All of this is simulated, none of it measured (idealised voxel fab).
Proc. module: voxel transistor to metal
Section shown: cut. Width: 275 nm. Cell size: 5 nm, square.
Cross-section = grid of square cells, listed top down in bands; band = one or more rows.
The entry gives the band's vertical extent as a top height and a bottom height in nm, then its horizontal make-up as materials from left to right, each with a width in nm. "blank" stands for empty space; a single material marked "edge to edge" fills the band edge to edge.
The reference from which all heights are counted is 0, the level beneath which the as-received wafer is entirely one material; the lowest band, having no lower bound, proceeds downward and is written after the example "top 0, no bottom".
Think of "30..40" as a width that walks from the first number to the second as you go down the band, top row to bottom row, taking equal-sized steps from row to row.
Step marked "stayed the same"? Then no cell in the cross-section changed in it.
"Enclosed void listing" contains a list of empty spaces, each no smaller than 8 cells and without an open way to the top, written in the form width x height at distance with the distance from the left edge and all three in nm.
Past the settings on a step's line: simulator remark, on that step.
overlay nm, on a step with a mask: how far to the right of its planned place the mask lay; to the left if negative
So the way this works: pairs, before and after one process step. The after picture only goes down to the lowest band that actually changed, nothing below. Step and its settings are under each pair. And watch out, pairs might come from different runs of this module, same starting wafer though, so a pair only follows on from the one above if its "Before the step" entry tells you so.

# Before the step
> top 95, bottom 90 | SiO2 edge to edge
> top 90, bottom 85 | SiO2 40 nm, SiCN 25 nm, SiO2 35 nm, SiCN 25 nm, SiO2 25 nm, SiCN 25 nm, SiO2 35 nm, SiCN 25 nm, SiO2 40 nm
> top 85, bottom 60 | SiO2 40 nm, SiCN 5 nm, Ru 15 nm, SiCN 5 nm, SiO2 35 nm, SiCN 5 nm, Ru 15 nm, SiCN 5 nm, SiO2 25 nm, SiCN 5 nm, Ru 15 nm, SiCN 5 nm, SiO2 35 nm, SiCN 5 nm, Ru 15 nm, SiCN 5 nm, SiO2 40 nm
> top 60, bottom 55 | SiCN 45 nm, TiN 15 nm, SiCN 45 nm, TiN 15 nm, SiCN 35 nm, TiN 15 nm, SiCN 45 nm, TiN 15 nm, SiCN 45 nm
> top 55, bottom 45 | SiO2 45 nm, TiN 5 nm, W 15 nm, TiN 5 nm, SiO2 25 nm, TiN 5 nm, W 15 nm, TiN 5 nm, SiO2 35 nm, TiN 5 nm, W 15 nm, TiN 5 nm, SiO2 25 nm, TiN 5 nm, W 15 nm, TiN 5 nm, SiO2 45 nm
> top 45, bottom 40 | SiO2 45 nm, TiN 5 nm, W 10 nm, TiN 10 nm, SiO2 25 nm, TiN 10 nm, W 10 nm, TiN 5 nm, SiO2 35 nm, TiN 5 nm, W 10 nm, TiN 10 nm, SiO2 25 nm, TiN 10 nm, W 10 nm, TiN 5 nm, SiO2 45 nm
> top 40, bottom 35 | SiO2 45 nm, TiN 5 nm, W 10 nm, TiN 5 nm, SiN 10 nm, SiCN 15 nm, SiN 10 nm, TiN 5 nm, W 10 nm, TiN 5 nm, SiO2 35 nm, TiN 5 nm, W 10 nm, TiN 5 nm, SiN 10 nm, SiCN 15 nm, SiN 10 nm, TiN 5 nm, W 10 nm, TiN 5 nm, SiO2 45 nm
> top 35, bottom 30 | SiO2 45 nm, TiN 20 nm, SiN 10 nm, SiCN 15 nm, SiN 10 nm, TiN 20 nm, SiO2 35 nm, TiN 20 nm, SiN 10 nm, SiCN 15 nm, SiN 10 nm, TiN 20 nm, SiO2 45 nm
> top 30, bottom 15 | SiO2 65 nm, SiN 10 nm, polySi 15 nm, SiN 10 nm, SiO2 75 nm, SiN 10 nm, polySi 15 nm, SiN 10 nm, SiO2 65 nm
> top 15, bottom 5 | SiO2 35 nm, nSi 30 nm, SiN 10 nm, polySi 15 nm, SiN 10 nm, nSi 30 nm, SiO2 15 nm, nSi 30 nm, SiN 10 nm, polySi 15 nm, SiN 10 nm, nSi 30 nm, SiO2 35 nm
> top 5, bottom 0 | SiO2 35 nm, SiN 10 nm, nSi 20 nm, SiN 10 nm, polySi 15 nm, SiN 10 nm, nSi 20 nm, SiN 10 nm, SiO2 15 nm, SiN 10 nm, nSi 20 nm, SiN 10 nm, polySi 15 nm, SiN 10 nm, nSi 20 nm, SiN 10 nm, SiO2 35 nm
> top 0, bottom -5 | SiO2 45 nm, nSi 20 nm, SiO2 35 nm, nSi 20 nm, SiO2 35 nm, nSi 20 nm, SiO2 35 nm, nSi 20 nm, SiO2 45 nm
> top -5, bottom -20 | SiO2 40 nm, Si 5 nm, nSi 20 nm, Si 35 nm, nSi 20 nm, Si 5 nm, SiO2 25 nm, Si 5 nm, nSi 20 nm, Si 35 nm, nSi 20 nm, Si 5 nm, SiO2 40 nm
> top -20, bottom -25 | SiO2 40 nm, Si 85 nm, SiO2 25 nm, Si 85 nm, SiO2 40 nm
> top -25, no bottom | Si edge to edge
> Enclosed void listing: none

# after
> top 85, bottom 60 | SiO2 40 nm, SiCN 5 nm, Ru 15 nm, SiCN 5 nm, SiO2 35 nm, SiCN 5 nm, Ru 15 nm, SiCN 5 nm, SiO2 25 nm, SiCN 5 nm, Ru 15 nm, SiCN 5 nm, SiO2 35 nm, SiCN 5 nm, Ru 15 nm, SiCN 5 nm, SiO2 40 nm
> For the remainder of the cross-section, below 60, there is no change.
> Enclosed void listing: none
Step, before to after (see cross-sections above): CMP (height nm 85)

Before the step: unchanged from the after cross-section in the pair immediately above; refer to that figure.

# after
> top 90, bottom 85 | SiCN edge to edge
> For the remainder of the cross-section, below 85, there is no change.
> Enclosed void listing: none
Step, before to after (see cross-sections above): CONFORMAL_DEP (material SiCN; thk nm 5)

Before the step: unchanged from the after cross-section in the pair immediately above; refer to that figure.

# after
> top 120, bottom 90 | SiO2 edge to edge
> For the remainder of the cross-section, below 90, there is no change.
> Enclosed void listing: none
Step, before to after (see cross-sections above): DIRECTIONAL_DEP (material SiO2; thk nm 30)

Before the step: unchanged from the after cross-section in the pair immediately above; refer to that figure.

# after
> top 135, bottom 120 | aC edge to edge
> For the remainder of the cross-section, below 120, there is no change.
> Enclosed void listing: none
Step, before to after (see cross-sections above): DIRECTIONAL_DEP (material aC; thk nm 15)

Before the step: unchanged from the after cross-section in the pair immediately above; refer to that figure.

# after
> top 165, bottom 135 | resist 45 nm, blank 15 nm, resist 95 nm, blank 15 nm, resist 105 nm
> For the remainder of the cross-section, below 135, there is no change.
> Enclosed void listing: none
Step, before to after (see cross-sections above): PATTERN (tone open; mask id METAL_2; material resist; width nm 15; pitch nm 110; thk nm 30; overlay nm 0)

Before the step: unchanged from the after cross-section in the pair immediately above; refer to that figure.

# after
> top 150, bottom 135 | resist 45 nm, blank 15 nm, resist 95 nm, blank 15 nm, resist 105 nm
> top 135, bottom 120 | aC 45 nm, blank 15 nm, aC 95 nm, blank 15 nm, aC 105 nm
> For the remainder of the cross-section, below 120, there is no change.
> Enclosed void listing: none
Step, before to after (see cross-sections above): DIRECTIONAL_ETCH (etch materials aC; depth nm 15)

Before the step: unchanged from the after cross-section in the pair immediately above; refer to that figure.

# after
> top 135, bottom 120 | aC 45 nm, blank 15 nm, aC 95 nm, blank 15 nm, aC 105 nm
> For the remainder of the cross-section, below 120, there is no change.
> Enclosed void listing: none
Step, before to after (see cross-sections above): STRIP (etch materials resist)

Before the step: unchanged from the after cross-section in the pair immediately above; refer to that figure.

# after
> top 135, bottom 120 | aC 45 nm, blank 15 nm, aC 95 nm, blank 15 nm, aC 105 nm
> top 120, bottom 105 | SiO2 45 nm, blank 15 nm, SiO2 95 nm, blank 15 nm, SiO2 105 nm
> For the remainder of the cross-section, below 105, there is no change.
> Enclosed void listing: none
Step, before to after (see cross-sections above): DIRECTIONAL_ETCH (etch materials SiO2; depth nm 15)

Before the step: unchanged from the after cross-section in the pair immediately above; refer to that figure.

# after
> top 120, bottom 105 | SiO2 45 nm, blank 15 nm, SiO2 95 nm, blank 15 nm, SiO2 105 nm
> For the remainder of the cross-section, below 105, there is no change.
> Enclosed void listing: none
Step, before to after (see cross-sections above): STRIP (etch materials aC)

Before the step: unchanged from the after cross-section in the pair immediately above; refer to that figure.

# after
> top 135, bottom 120 | aC 45 nm, blank 15 nm, aC 95 nm, blank 15 nm, aC 105 nm
> top 120, bottom 105 | SiO2 45 nm, aC 15 nm, SiO2 95 nm, aC 15 nm, SiO2 105 nm
> For the remainder of the cross-section, below 105, there is no change.
> Enclosed void listing: none
Step, before to after (see cross-sections above): DIRECTIONAL_DEP (material aC; thk nm 15)

Before the step: unchanged from the after cross-section in the pair immediately above; refer to that figure.

# after
> top 170, bottom 135 | resist 45 nm, blank 15 nm, resist 95 nm, blank 15 nm, resist 105 nm
> For the remainder of the cross-section, below 135, there is no change.
> Enclosed void listing: none
Step, before to after (see cross-sections above): PATTERN (tone open; mask id METAL_2_HOLES; material resist; width nm 15; pitch nm 110; thk nm 35; overlay nm 0)

Before the step: unchanged from the after cross-section in the pair immediately above; refer to that figure.

# after
> top 155, bottom 135 | resist 45 nm, blank 15 nm, resist 95 nm, blank 15 nm, resist 105 nm
> top 135, bottom 120 | aC 45 nm, blank 15 nm, aC 95 nm, blank 15 nm, aC 105 nm
> top 120, bottom 105 | SiO2 45 nm, blank 15 nm, SiO2 95 nm, blank 15 nm, SiO2 105 nm
> For the remainder of the cross-section, below 105, there is no change.
> Enclosed void listing: none
Step, before to after (see cross-sections above): DIRECTIONAL_ETCH (etch materials aC; depth nm 15)

Before the step: unchanged from the after cross-section in the pair immediately above; refer to that figure.

# after
> top 135, bottom 120 | aC 45 nm, blank 15 nm, aC 95 nm, blank 15 nm, aC 105 nm
> For the remainder of the cross-section, below 120, there is no change.
> Enclosed void listing: none
Step, before to after (see cross-sections above): STRIP (etch materials resist)

Before the step: unchanged from the after cross-section in the pair immediately above; refer to that figure.

# after
> top 135, bottom 120 | aC 45 nm, blank 15 nm, aC 95 nm, blank 15 nm, aC 105 nm
> top 120, bottom 90 | SiO2 45 nm, blank 15 nm, SiO2 95 nm, blank 15 nm, SiO2 105 nm
> For the remainder of the cross-section, below 90, there is no change.
> Enclosed void listing: none
Step, before to after (see cross-sections above): DIRECTIONAL_ETCH (etch materials SiO2; depth nm 15)

Before the step: unchanged from the after cross-section in the pair immediately above; refer to that figure.

# after
> top 135, bottom 120 | aC 45 nm, blank 15 nm, aC 95 nm, blank 15 nm, aC 105 nm
> top 120, bottom 90 | SiO2 45 nm, blank 15 nm, SiO2 95 nm, blank 15 nm, SiO2 105 nm
> top 90, bottom 85 | SiCN 45 nm, blank 15 nm, SiCN 95 nm, blank 15 nm, SiCN 105 nm
> For the remainder of the cross-section, below 85, there is no change.
> Enclosed void listing: none
Step, before to after (see cross-sections above): DIRECTIONAL_ETCH (etch materials SiCN; depth nm 5)

Before the step: unchanged from the after cross-section in the pair immediately above; refer to that figure.

# after
> top 120, bottom 90 | SiO2 45 nm, blank 15 nm, SiO2 95 nm, blank 15 nm, SiO2 105 nm
> For the remainder of the cross-section, below 90, there is no change.
> Enclosed void listing: none
Step, before to after (see cross-sections above): STRIP (etch materials aC)

Before the step: unchanged from the after cross-section in the pair immediately above; refer to that figure.

# after
> top 125, bottom 120 | TiN 50 nm, blank 5 nm, TiN 105 nm, blank 5 nm, TiN 110 nm
> top 120, bottom 90 | SiO2 45 nm, TiN 5 nm, blank 5 nm, TiN 5 nm, SiO2 95 nm, TiN 5 nm, blank 5 nm, TiN 5 nm, SiO2 105 nm
> top 90, bottom 85 | SiCN 45 nm, TiN 15 nm, SiCN 95 nm, TiN 15 nm, SiCN 105 nm
> For the remainder of the cross-section, below 85, there is no change.
> Enclosed void listing: none
Step, before to after (see cross-sections above): CONFORMAL_DEP (material TiN; thk nm 5)

Before the step: unchanged from the after cross-section in the pair immediately above; refer to that figure.

# after
> top 130, bottom 125 | Ru edge to edge
> top 125, bottom 120 | TiN 50 nm, Ru 5 nm, TiN 105 nm, Ru 5 nm, TiN 110 nm
> top 120, bottom 90 | SiO2 45 nm, TiN 5 nm, Ru 5 nm, TiN 5 nm, SiO2 95 nm, TiN 5 nm, Ru 5 nm, TiN 5 nm, SiO2 105 nm
> For the remainder of the cross-section, below 90, there is no change.
> Enclosed void listing: none
Step, before to after (see cross-sections above): FILL_DEP (material Ru; thk nm 5)

Before the step: unchanged from the after cross-section in the pair immediately above; refer to that figure.

# after
> top 120, bottom 90 | SiO2 45 nm, TiN 5 nm, Ru 5 nm, TiN 5 nm, SiO2 95 nm, TiN 5 nm, Ru 5 nm, TiN 5 nm, SiO2 105 nm
> For the remainder of the cross-section, below 90, there is no change.
> Enclosed void listing: none
Step, before to after (see cross-sections above): CMP (height nm 120)

Before the step: unchanged from the after cross-section in the pair immediately above; refer to that figure.

# after
> top 125, bottom 120 | SiCN edge to edge
> For the remainder of the cross-section, below 120, there is no change.
> Enclosed void listing: none
Step, before to after (see cross-sections above): CONFORMAL_DEP (material SiCN; thk nm 5)

# Before the step
> top 85, bottom 60 | SiO2 40 nm, SiCN 5 nm, Ru 15 nm, SiCN 5 nm, SiO2 35 nm, SiCN 5 nm, Ru 15 nm, SiCN 5 nm, SiO2 25 nm, SiCN 5 nm, Ru 15 nm, SiCN 5 nm, SiO2 35 nm, SiCN 5 nm, Ru 15 nm, SiCN 5 nm, SiO2 40 nm
> top 60, bottom 55 | SiCN 45 nm, TiN 15 nm, SiCN 45 nm, TiN 15 nm, SiCN 35 nm, TiN 15 nm, SiCN 45 nm, TiN 15 nm, SiCN 45 nm
> top 55, bottom 45 | SiO2 45 nm, TiN 5 nm, W 15 nm, TiN 5 nm, SiO2 25 nm, TiN 5 nm, W 15 nm, TiN 5 nm, SiO2 35 nm, TiN 5 nm, W 15 nm, TiN 5 nm, SiO2 25 nm, TiN 5 nm, W 15 nm, TiN 5 nm, SiO2 45 nm
> top 45, bottom 40 | SiO2 45 nm, TiN 5 nm, W 10 nm, TiN 10 nm, SiO2 25 nm, TiN 10 nm, W 10 nm, TiN 5 nm, SiO2 35 nm, TiN 5 nm, W 10 nm, TiN 10 nm, SiO2 25 nm, TiN 10 nm, W 10 nm, TiN 5 nm, SiO2 45 nm
> top 40, bottom 30 | SiO2 45 nm, TiN 5 nm, W 10 nm, TiN 5 nm, SiN 10 nm, SiCN 15 nm, SiN 10 nm, TiN 5 nm, W 10 nm, TiN 5 nm, SiO2 35 nm, TiN 5 nm, W 10 nm, TiN 5 nm, SiN 10 nm, SiCN 15 nm, SiN 10 nm, TiN 5 nm, W 10 nm, TiN 5 nm, SiO2 45 nm
> top 30, bottom 20 | SiO2 45 nm, TiN 5 nm, W 10 nm, TiN 5 nm, SiN 10 nm, polySi 15 nm, SiN 10 nm, TiN 5 nm, W 10 nm, TiN 5 nm, SiO2 35 nm, TiN 5 nm, W 10 nm, TiN 5 nm, SiN 10 nm, polySi 15 nm, SiN 10 nm, TiN 5 nm, W 10 nm, TiN 5 nm, SiO2 45 nm
> top 20, bottom 15 | SiO2 45 nm, TiN 20 nm, SiN 10 nm, polySi 15 nm, SiN 10 nm, TiN 20 nm, SiO2 35 nm, TiN 20 nm, SiN 10 nm, polySi 15 nm, SiN 10 nm, TiN 20 nm, SiO2 45 nm
> top 15, bottom 5 | SiO2 35 nm, nSi 30 nm, SiN 10 nm, polySi 15 nm, SiN 10 nm, nSi 30 nm, SiO2 15 nm, nSi 30 nm, SiN 10 nm, polySi 15 nm, SiN 10 nm, nSi 30 nm, SiO2 35 nm
> top 5, bottom 0 | SiO2 35 nm, SiN 10 nm, nSi 20 nm, SiN 10 nm, polySi 15 nm, SiN 10 nm, nSi 20 nm, SiN 10 nm, SiO2 15 nm, SiN 10 nm, nSi 20 nm, SiN 10 nm, polySi 15 nm, SiN 10 nm, nSi 20 nm, SiN 10 nm, SiO2 35 nm
> top 0, bottom -5 | SiO2 45 nm, nSi 20 nm, SiO2 35 nm, nSi 20 nm, SiO2 35 nm, nSi 20 nm, SiO2 35 nm, nSi 20 nm, SiO2 45 nm
> top -5, bottom -20 | SiO2 40 nm, Si 5 nm, nSi 20 nm, Si 35 nm, nSi 20 nm, Si 5 nm, SiO2 25 nm, Si 5 nm, nSi 20 nm, Si 35 nm, nSi 20 nm, Si 5 nm, SiO2 40 nm
> top -20, bottom -25 | SiO2 40 nm, Si 85 nm, SiO2 25 nm, Si 85 nm, SiO2 40 nm
> top -25, no bottom | Si edge to edge
> Enclosed void listing: none

# after
> top 115, bottom 85 | SiO2 edge to edge
> For the remainder of the cross-section, below 85, there is no change.
> Enclosed void listing: none
Step, before to after (see cross-sections above): DIRECTIONAL_DEP (material SiO2; thk nm 30)

Before the step: unchanged from the after cross-section in the pair immediately above; refer to that figure.

# after
> top 120, bottom 115 | SiCN edge to edge
> For the remainder of the cross-section, below 115, there is no change.
> Enclosed void listing: none
Step, before to after (see cross-sections above): CONFORMAL_DEP (material SiCN; thk nm 5)

Before the step: unchanged from the after cross-section in the pair immediately above; refer to that figure.

# after
> top 135, bottom 120 | aC edge to edge
> For the remainder of the cross-section, below 120, there is no change.
> Enclosed void listing: none
Step, before to after (see cross-sections above): DIRECTIONAL_DEP (material aC; thk nm 15)

Before the step: unchanged from the after cross-section in the pair immediately above; refer to that figure.

# after
> top 165, bottom 135 | resist 45 nm, blank 15 nm, resist 95 nm, blank 15 nm, resist 105 nm
> For the remainder of the cross-section, below 135, there is no change.
> Enclosed void listing: none
Step, before to after (see cross-sections above): PATTERN (tone open; mask id METAL_2; material resist; width nm 15; pitch nm 110; thk nm 30; overlay nm 0)

Before the step: unchanged from the after cross-section in the pair immediately above; refer to that figure.

# after
> top 150, bottom 135 | resist 45 nm, blank 15 nm, resist 95 nm, blank 15 nm, resist 105 nm
> top 135, bottom 120 | aC 45 nm, blank 15 nm, aC 95 nm, blank 15 nm, aC 105 nm
> For the remainder of the cross-section, below 120, there is no change.
> Enclosed void listing: none
Step, before to after (see cross-sections above): DIRECTIONAL_ETCH (etch materials aC; depth nm 15)

Before the step: unchanged from the after cross-section in the pair immediately above; refer to that figure.

# after
> top 135, bottom 120 | aC 45 nm, blank 15 nm, aC 95 nm, blank 15 nm, aC 105 nm
> For the remainder of the cross-section, below 120, there is no change.
> Enclosed void listing: none
Step, before to after (see cross-sections above): STRIP (etch materials resist)

Before the step: unchanged from the after cross-section in the pair immediately above; refer to that figure.

# after
> top 120, bottom 115 | SiCN edge to edge
> For the remainder of the cross-section, below 115, there is no change.
> Enclosed void listing: none
Step, before to after (see cross-sections above): STRIP (etch materials aC)

# Before the step
> top 135, bottom 120 | aC edge to edge
> top 120, bottom 115 | SiCN edge to edge
> top 115, bottom 85 | SiO2 edge to edge
> top 85, bottom 60 | SiO2 40 nm, SiCN 5 nm, Ru 15 nm, SiCN 5 nm, SiO2 35 nm, SiCN 5 nm, Ru 15 nm, SiCN 5 nm, SiO2 25 nm, SiCN 5 nm, Ru 15 nm, SiCN 5 nm, SiO2 35 nm, SiCN 5 nm, Ru 15 nm, SiCN 5 nm, SiO2 40 nm
> top 60, bottom 55 | SiCN 45 nm, TiN 15 nm, SiCN 45 nm, TiN 15 nm, SiCN 35 nm, TiN 15 nm, SiCN 45 nm, TiN 15 nm, SiCN 45 nm
> top 55, bottom 45 | SiO2 45 nm, TiN 5 nm, W 15 nm, TiN 5 nm, SiO2 25 nm, TiN 5 nm, W 15 nm, TiN 5 nm, SiO2 35 nm, TiN 5 nm, W 15 nm, TiN 5 nm, SiO2 25 nm, TiN 5 nm, W 15 nm, TiN 5 nm, SiO2 45 nm
> top 45, bottom 40 | SiO2 45 nm, TiN 5 nm, W 10 nm, TiN 10 nm, SiO2 25 nm, TiN 10 nm, W 10 nm, TiN 5 nm, SiO2 35 nm, TiN 5 nm, W 10 nm, TiN 10 nm, SiO2 25 nm, TiN 10 nm, W 10 nm, TiN 5 nm, SiO2 45 nm
> top 40, bottom 30 | SiO2 45 nm, TiN 5 nm, W 10 nm, TiN 5 nm, SiN 10 nm, SiCN 15 nm, SiN 10 nm, TiN 5 nm, W 10 nm, TiN 5 nm, SiO2 35 nm, TiN 5 nm, W 10 nm, TiN 5 nm, SiN 10 nm, SiCN 15 nm, SiN 10 nm, TiN 5 nm, W 10 nm, TiN 5 nm, SiO2 45 nm
> top 30, bottom 20 | SiO2 45 nm, TiN 5 nm, W 10 nm, TiN 5 nm, SiN 10 nm, polySi 15 nm, SiN 10 nm, TiN 5 nm, W 10 nm, TiN 5 nm, SiO2 35 nm, TiN 5 nm, W 10 nm, TiN 5 nm, SiN 10 nm, polySi 15 nm, SiN 10 nm, TiN 5 nm, W 10 nm, TiN 5 nm, SiO2 45 nm
> top 20, bottom 15 | SiO2 45 nm, TiN 20 nm, SiN 10 nm, polySi 15 nm, SiN 10 nm, TiN 20 nm, SiO2 35 nm, TiN 20 nm, SiN 10 nm, polySi 15 nm, SiN 10 nm, TiN 20 nm, SiO2 45 nm
> top 15, bottom 5 | SiO2 35 nm, nSi 30 nm, SiN 10 nm, polySi 15 nm, SiN 10 nm, nSi 30 nm, SiO2 15 nm, nSi 30 nm, SiN 10 nm, polySi 15 nm, SiN 10 nm, nSi 30 nm, SiO2 35 nm
> top 5, bottom 0 | SiO2 35 nm, SiN 10 nm, nSi 20 nm, SiN 10 nm, polySi 15 nm, SiN 10 nm, nSi 20 nm, SiN 10 nm, SiO2 15 nm, SiN 10 nm, nSi 20 nm, SiN 10 nm, polySi 15 nm, SiN 10 nm, nSi 20 nm, SiN 10 nm, SiO2 35 nm
> top 0, bottom -5 | SiO2 45 nm, nSi 20 nm, SiO2 35 nm, nSi 20 nm, SiO2 35 nm, nSi 20 nm, SiO2 35 nm, nSi 20 nm, SiO2 45 nm
> top -5, bottom -20 | SiO2 40 nm, Si 5 nm, nSi 20 nm, Si 35 nm, nSi 20 nm, Si 5 nm, SiO2 25 nm, Si 5 nm, nSi 20 nm, Si 35 nm, nSi 20 nm, Si 5 nm, SiO2 40 nm
> top -20, bottom -25 | SiO2 40 nm, Si 85 nm, SiO2 25 nm, Si 85 nm, SiO2 40 nm
> top -25, no bottom | Si edge to edge
> Enclosed void listing: none

# after
> top 170, bottom 135 | resist 45 nm, blank 15 nm, resist 95 nm, blank 15 nm, resist 105 nm
> For the remainder of the cross-section, below 135, there is no change.
> Enclosed void listing: none
Step, before to after (see cross-sections above): PATTERN (tone open; mask id METAL_2_HOLES; material resist; width nm 15; pitch nm 110; thk nm 35; overlay nm 0)

Before the step: unchanged from the after cross-section in the pair immediately above; refer to that figure.

# after
> top 155, bottom 135 | resist 45 nm, blank 15 nm, resist 95 nm, blank 15 nm, resist 105 nm
> top 135, bottom 120 | aC 45 nm, blank 15 nm, aC 95 nm, blank 15 nm, aC 105 nm
> For the remainder of the cross-section, below 120, there is no change.
> Enclosed void listing: none
Step, before to after (see cross-sections above): DIRECTIONAL_ETCH (etch materials aC; depth nm 15)

Before the step: unchanged from the after cross-section in the pair immediately above; refer to that figure.

# after
> top 135, bottom 120 | aC 45 nm, blank 15 nm, aC 95 nm, blank 15 nm, aC 105 nm
> For the remainder of the cross-section, below 120, there is no change.
> Enclosed void listing: none
Step, before to after (see cross-sections above): STRIP (etch materials resist)

Before the step: unchanged from the after cross-section in the pair immediately above; refer to that figure.

# after
> top 135, bottom 120 | aC 45 nm, blank 15 nm, aC 95 nm, blank 15 nm, aC 105 nm
> top 120, bottom 115 | SiCN 45 nm, blank 15 nm, SiCN 95 nm, blank 15 nm, SiCN 105 nm
> For the remainder of the cross-section, below 115, there is no change.
> Enclosed void listing: none
Step, before to after (see cross-sections above): DIRECTIONAL_ETCH (etch materials SiCN; depth nm 5)

Before the step: unchanged from the after cross-section in the pair immediately above; refer to that figure.

# after
> top 120, bottom 115 | SiCN 45 nm, blank 15 nm, SiCN 95 nm, blank 15 nm, SiCN 105 nm
> For the remainder of the cross-section, below 115, there is no change.
> Enclosed void listing: none
Step, before to after (see cross-sections above): STRIP (etch materials aC)

Before the step: unchanged from the after cross-section in the pair immediately above; refer to that figure.

# after
> top 125, bottom 120 | TiN 50 nm, blank 5 nm, TiN 105 nm, blank 5 nm, TiN 110 nm
> top 120, bottom 115 | SiCN 45 nm, TiN 15 nm, SiCN 95 nm, TiN 15 nm, SiCN 105 nm
> For the remainder of the cross-section, below 115, there is no change.
> Enclosed void listing: none
Step, before to after (see cross-sections above): CONFORMAL_DEP (material TiN; thk nm 5)

Before the step: unchanged from the after cross-section in the pair immediately above; refer to that figure.

# after
> top 130, bottom 125 | Ru edge to edge
> top 125, bottom 120 | TiN 50 nm, Ru 5 nm, TiN 105 nm, Ru 5 nm, TiN 110 nm
> For the remainder of the cross-section, below 120, there is no change.
> Enclosed void listing: none
Step, before to after (see cross-sections above): FILL_DEP (material Ru; thk nm 5)

Before the step: unchanged from the after cross-section in the pair immediately above; refer to that figure.

# after
> top 120, bottom 115 | SiCN 45 nm, TiN 15 nm, SiCN 95 nm, TiN 15 nm, SiCN 105 nm
> For the remainder of the cross-section, below 115, there is no change.
> Enclosed void listing: none
Step, before to after (see cross-sections above): CMP (height nm 120)

Before the step: unchanged from the after cross-section in the pair immediately above; refer to that figure.

# after
> top 125, bottom 120 | SiCN edge to edge
> For the remainder of the cross-section, below 120, there is no change.
> Enclosed void listing: none
Step, before to after (see cross-sections above): CONFORMAL_DEP (material SiCN; thk nm 5)

# Before the step
> top 95, bottom 90 | SiO2 edge to edge
> top 90, bottom 85 | SiO2 40 nm, SiCN 25 nm, SiO2 35 nm, SiCN 25 nm, SiO2 25 nm, SiCN 25 nm, SiO2 35 nm, SiCN 25 nm, SiO2 40 nm
> top 85, bottom 60 | SiO2 40 nm, SiCN 5 nm, Ru 15 nm, SiCN 5 nm, SiO2 35 nm, SiCN 5 nm, Ru 15 nm, SiCN 5 nm, SiO2 25 nm, SiCN 5 nm, Ru 15 nm, SiCN 5 nm, SiO2 35 nm, SiCN 5 nm, Ru 15 nm, SiCN 5 nm, SiO2 40 nm
> top 60, bottom 55 | SiCN 45 nm, TiN 15 nm, SiCN 45 nm, TiN 15 nm, SiCN 35 nm, TiN 15 nm, SiCN 45 nm, TiN 15 nm, SiCN 45 nm
> top 55, bottom 45 | SiO2 45 nm, TiN 5 nm, W 15 nm, TiN 5 nm, SiO2 25 nm, TiN 5 nm, W 15 nm, TiN 5 nm, SiO2 35 nm, TiN 5 nm, W 15 nm, TiN 5 nm, SiO2 25 nm, TiN 5 nm, W 15 nm, TiN 5 nm, SiO2 45 nm
> top 45, bottom 40 | SiO2 45 nm, TiN 5 nm, W 10 nm, TiN 10 nm, SiO2 25 nm, TiN 10 nm, W 10 nm, TiN 5 nm, SiO2 35 nm, TiN 5 nm, W 10 nm, TiN 10 nm, SiO2 25 nm, TiN 10 nm, W 10 nm, TiN 5 nm, SiO2 45 nm
> top 40, bottom 30 | SiO2 45 nm, TiN 5 nm, W 10 nm, TiN 5 nm, SiN 10 nm, SiCN 15 nm, SiN 10 nm, TiN 5 nm, W 10 nm, TiN 5 nm, SiO2 35 nm, TiN 5 nm, W 10 nm, TiN 5 nm, SiN 10 nm, SiCN 15 nm, SiN 10 nm, TiN 5 nm, W 10 nm, TiN 5 nm, SiO2 45 nm
> top 30, bottom 20 | SiO2 45 nm, TiN 5 nm, W 10 nm, TiN 5 nm, SiN 10 nm, polySi 15 nm, SiN 10 nm, TiN 5 nm, W 10 nm, TiN 5 nm, SiO2 35 nm, TiN 5 nm, W 10 nm, TiN 5 nm, SiN 10 nm, polySi 15 nm, SiN 10 nm, TiN 5 nm, W 10 nm, TiN 5 nm, SiO2 45 nm
> top 20, bottom 15 | SiO2 45 nm, TiN 20 nm, SiN 10 nm, polySi 15 nm, SiN 10 nm, TiN 20 nm, SiO2 35 nm, TiN 20 nm, SiN 10 nm, polySi 15 nm, SiN 10 nm, TiN 20 nm, SiO2 45 nm
> top 15, bottom 5 | SiO2 35 nm, nSi 30 nm, SiN 10 nm, polySi 15 nm, SiN 10 nm, nSi 30 nm, SiO2 15 nm, nSi 30 nm, SiN 10 nm, polySi 15 nm, SiN 10 nm, nSi 30 nm, SiO2 35 nm
> top 5, bottom 0 | SiO2 35 nm, SiN 10 nm, nSi 20 nm, SiN 10 nm, polySi 15 nm, SiN 10 nm, nSi 20 nm, SiN 10 nm, SiO2 15 nm, SiN 10 nm, nSi 20 nm, SiN 10 nm, polySi 15 nm, SiN 10 nm, nSi 20 nm, SiN 10 nm, SiO2 35 nm
> top 0, bottom -5 | SiO2 45 nm, nSi 20 nm, SiO2 35 nm, nSi 20 nm, SiO2 35 nm, nSi 20 nm, SiO2 35 nm, nSi 20 nm, SiO2 45 nm
> top -5, bottom -20 | SiO2 40 nm, Si 5 nm, nSi 20 nm, Si 35 nm, nSi 20 nm, Si 5 nm, SiO2 25 nm, Si 5 nm, nSi 20 nm, Si 35 nm, nSi 20 nm, Si 5 nm, SiO2 40 nm
> top -20, bottom -25 | SiO2 40 nm, Si 85 nm, SiO2 25 nm, Si 85 nm, SiO2 40 nm
> top -25, no bottom | Si edge to edge
> Enclosed void listing: none

# after
> top 75, bottom 60 | SiO2 40 nm, SiCN 5 nm, Ru 15 nm, SiCN 5 nm, SiO2 35 nm, SiCN 5 nm, Ru 15 nm, SiCN 5 nm, SiO2 25 nm, SiCN 5 nm, Ru 15 nm, SiCN 5 nm, SiO2 35 nm, SiCN 5 nm, Ru 15 nm, SiCN 5 nm, SiO2 40 nm
> For the remainder of the cross-section, below 60, there is no change.
> Enclosed void listing: none
Step, before to after (see cross-sections above): CMP (height nm 75)

Before the step: unchanged from the after cross-section in the pair immediately above; refer to that figure.

# after
> top 80, bottom 75 | SiCN edge to edge
> For the remainder of the cross-section, below 75, there is no change.
> Enclosed void listing: none
Step, before to after (see cross-sections above): CONFORMAL_DEP (material SiCN; thk nm 5)

Before the step: unchanged from the after cross-section in the pair immediately above; refer to that figure.

# after
> top 110, bottom 80 | SiO2 edge to edge
> For the remainder of the cross-section, below 80, there is no change.
> Enclosed void listing: none
Step, before to after (see cross-sections above): DIRECTIONAL_DEP (material SiO2; thk nm 30)

Before the step: unchanged from the after cross-section in the pair immediately above; refer to that figure.

# after
> top 125, bottom 110 | aC edge to edge
> For the remainder of the cross-section, below 110, there is no change.
> Enclosed void listing: none
Step, before to after (see cross-sections above): DIRECTIONAL_DEP (material aC; thk nm 15)
